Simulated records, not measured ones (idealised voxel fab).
process module | voxel self aligned contacts
cross-section cut | 175 nm wide | cells 5 nm
A cross-section is a grid of square cells, given in bands from the top down. A band is one or more rows of cells.
Each band's line starts with the height of the band's top and of its bottom, in nm. Then come its materials from left to right, each with its width in nm. One material with "throughout" fills the band from edge to edge. "air" is empty space.
Height 0 is the level under which the wafer as received is all one material. The lowest band goes on downwards, as in "0 down".
A width such as "30 to 40" changes by the same amount from each row of cells to the next, from the band's top row to its bottom row.
"no change" after a step means that no cell of the cross-section changed.
closed voids: empty space of 8 cells or more with no open way to the top, each as width x height at its distance from the left edge, in nm
after a step's settings: what the simulator itself notes on the step
overlay nm, on a step with a mask: how far to the right of its planned place the mask lay; to the left if negative
plan
1 op RECEIVE | material Si
2 op OXIDIZE | depth nm 5
3 op DIRECTIONAL_DEP | material polySi | thk nm 25
4 op DIRECTIONAL_DEP | material SiN | thk nm 20
5 op MASKED_ETCH | tone cover | mask id GATE | width nm 25 | pitch nm 65 | etch materials SiN | depth nm 20 | overlay nm 0
6 op MASKED_ETCH | tone cover | mask id GATE | width nm 25 | pitch nm 65 | etch materials polySi | depth nm 25 | overlay nm 0
7 op CONFORMAL_DEP | material SiN | thk nm 10
8 op DIRECTIONAL_ETCH | etch materials SiN | depth nm 10
9 op FILL_DEP | material SiO2 | thk nm 10
10 op CMP | height nm 50
11 op PATTERN | tone open | mask id CONTACT | material resist | width nm 50 | thk nm 15 | overlay nm 0
12 op DIRECTIONAL_ETCH | etch materials SiO2 | depth nm 55
13 op STRIP | etch materials resist
14 op CONFORMAL_DEP | material TiN | thk nm 5
15 op FILL_DEP | material W | thk nm 10
16 op CMP | height nm 50
17 op CONFORMAL_DEP | material SiCN | thk nm 5
first wafer, as planned
as received, after step 1
  0 down: Si throughout
  closed voids: none
after step 2
  0 to -5: SiO2 throughout
  below -5: unchanged
after step 3
  25 to 0: polySi throughout
  below 0: unchanged
after step 4
  45 to 25: SiN throughout
  below 25: unchanged
after step 5
  45 to 25: air 40 | SiN 25 | air 40 | SiN 25 | air 45
  below 25: unchanged
after step 6
  45 to 25: air 40 | SiN 25 | air 40 | SiN 25 | air 45
  25 to 0: air 40 | polySi 25 | air 40 | polySi 25 | air 45
  below 0: unchanged
after step 7
  55 to 25: air 30 | SiN 45 | air 20 | SiN 45 | air 35
  25 to 10: air 30 | SiN 10 | polySi 25 | SiN 10 | air 20 | SiN 10 | polySi 25 | SiN 10 | air 35
  10 to 0: SiN 40 | polySi 25 | SiN 40 | polySi 25 | SiN 45
  below 0: unchanged
after step 8
  45 to 25: air 30 | SiN 45 | air 20 | SiN 45 | air 35
  25 to 0: air 30 | SiN 10 | polySi 25 | SiN 10 | air 20 | SiN 10 | polySi 25 | SiN 10 | air 35
  below 0: unchanged
after step 9
  55 to 45: SiO2 throughout
  45 to 25: SiO2 30 | SiN 45 | SiO2 20 | SiN 45 | SiO2 35
  25 to 0: SiO2 30 | SiN 10 | polySi 25 | SiN 10 | SiO2 20 | SiN 10 | polySi 25 | SiN 10 | SiO2 35
  below 0: unchanged
after step 10
  50 to 45: SiO2 throughout
  below 45: unchanged
after step 11
  65 to 50: resist 60 | air 50 | resist 65
  below 50: unchanged
after step 12
  65 to 50: resist 60 | air 50 | resist 65
  50 to 45: SiO2 60 | air 50 | SiO2 65
  45 to 25: SiO2 30 | SiN 45 | air 20 | SiN 45 | SiO2 35
  25 to 0: SiO2 30 | SiN 10 | polySi 25 | SiN 10 | air 20 | SiN 10 | polySi 25 | SiN 10 | SiO2 35
  0 to -5: SiO2 75 | air 20 | SiO2 80
  below -5: unchanged
after step 13
  50 to 45: SiO2 60 | air 50 | SiO2 65
  below 45: unchanged
after step 14
  55 to 50: TiN 65 | air 40 | TiN 70
  50 to 45: SiO2 60 | TiN 20 | air 10 | TiN 20 | SiO2 65
  45 to 25: SiO2 30 | SiN 45 | TiN 5 | air 10 | TiN 5 | SiN 45 | SiO2 35
  25 to 0: SiO2 30 | SiN 10 | polySi 25 | SiN 10 | TiN 5 | air 10 | TiN 5 | SiN 10 | polySi 25 | SiN 10 | SiO2 35
  0 to -5: SiO2 75 | TiN 20 | SiO2 80
  below -5: unchanged
after step 15
  65 to 55: W throughout
  55 to 50: TiN 65 | W 40 | TiN 70
  50 to 45: SiO2 60 | TiN 20 | W 10 | TiN 20 | SiO2 65
  45 to 25: SiO2 30 | SiN 45 | TiN 5 | W 10 | TiN 5 | SiN 45 | SiO2 35
  25 to 0: SiO2 30 | SiN 10 | polySi 25 | SiN 10 | TiN 5 | W 10 | TiN 5 | SiN 10 | polySi 25 | SiN 10 | SiO2 35
  below 0: unchanged
after step 16
  50 to 45: SiO2 60 | TiN 20 | W 10 | TiN 20 | SiO2 65
  below 45: unchanged
after step 17
  55 to 50: SiCN throughout
  below 50: unchanged
second wafer: like start, like plan, one mistake. Through step 2 it matches the first wafer
when step 3 should have ended
  20 to 0: SiN throughout
  below 0: unchanged
when step 4 should have ended
  45 to 20: polySi throughout
  below 20: unchanged
when step 5 should have ended: no change
when step 6 should have ended
  45 to 20: air 40 | polySi 25 | air 40 | polySi 25 | air 45
  below 20: unchanged
when step 7 should have ended
  55 to 45: air 30 | SiN 45 | air 20 | SiN 45 | air 35
  45 to 30: air 30 | SiN 10 | polySi 25 | SiN 10 | air 20 | SiN 10 | polySi 25 | SiN 10 | air 35
  30 to 20: SiN 40 | polySi 25 | SiN 40 | polySi 25 | SiN 45
  below 20: unchanged
when step 8 should have ended
  45 to 20: air 30 | SiN 10 | polySi 25 | SiN 10 | air 20 | SiN 10 | polySi 25 | SiN 10 | air 35
  below 20: unchanged
when step 9 should have ended
  55 to 45: SiO2 throughout
  45 to 20: SiO2 30 | SiN 10 | polySi 25 | SiN 10 | SiO2 20 | SiN 10 | polySi 25 | SiN 10 | SiO2 35
  below 20: unchanged
when step 10 should have ended
  50 to 45: SiO2 throughout
  below 45: unchanged
when step 11 should have ended
  65 to 50: resist 60 | air 50 | resist 65
  below 50: unchanged
when step 12 should have ended
  65 to 50: resist 60 | air 50 | resist 65
  50 to 45: SiO2 60 | air 50 | SiO2 65
  45 to 20: SiO2 30 | SiN 10 | polySi 25 | SiN 10 | air 20 | SiN 10 | polySi 25 | SiN 10 | SiO2 35
  below 20: unchanged
when step 13 should have ended
  50 to 45: SiO2 60 | air 50 | SiO2 65
  below 45: unchanged
when step 14 should have ended
  55 to 50: TiN 65 | air 40 | TiN 70
  50 to 45: SiO2 60 | TiN 20 | air 10 | TiN 20 | SiO2 65
  45 to 25: SiO2 30 | SiN 10 | polySi 25 | SiN 10 | TiN 5 | air 10 | TiN 5 | SiN 10 | polySi 25 | SiN 10 | SiO2 35
  25 to 20: SiO2 30 | SiN 10 | polySi 25 | SiN 10 | TiN 20 | SiN 10 | polySi 25 | SiN 10 | SiO2 35
  below 20: unchanged
when step 15 should have ended
  65 to 55: W throughout
  55 to 50: TiN 65 | W 40 | TiN 70
  50 to 45: SiO2 60 | TiN 20 | W 10 | TiN 20 | SiO2 65
  45 to 25: SiO2 30 | SiN 10 | polySi 25 | SiN 10 | TiN 5 | W 10 | TiN 5 | SiN 10 | polySi 25 | SiN 10 | SiO2 35
  below 25: unchanged
when step 16 should have ended
  50 to 45: SiO2 60 | TiN 20 | W 10 | TiN 20 | SiO2 65
  below 45: unchanged
when step 17 should have ended
  55 to 50: SiCN throughout
  below 50: unchanged
what went wrong: steps 3 and 4 were swapped
at the end the second wafer has, in cells: 68 more of SiN | 48 fewer of SiO2 | 10 fewer of TiN | 10 fewer of W
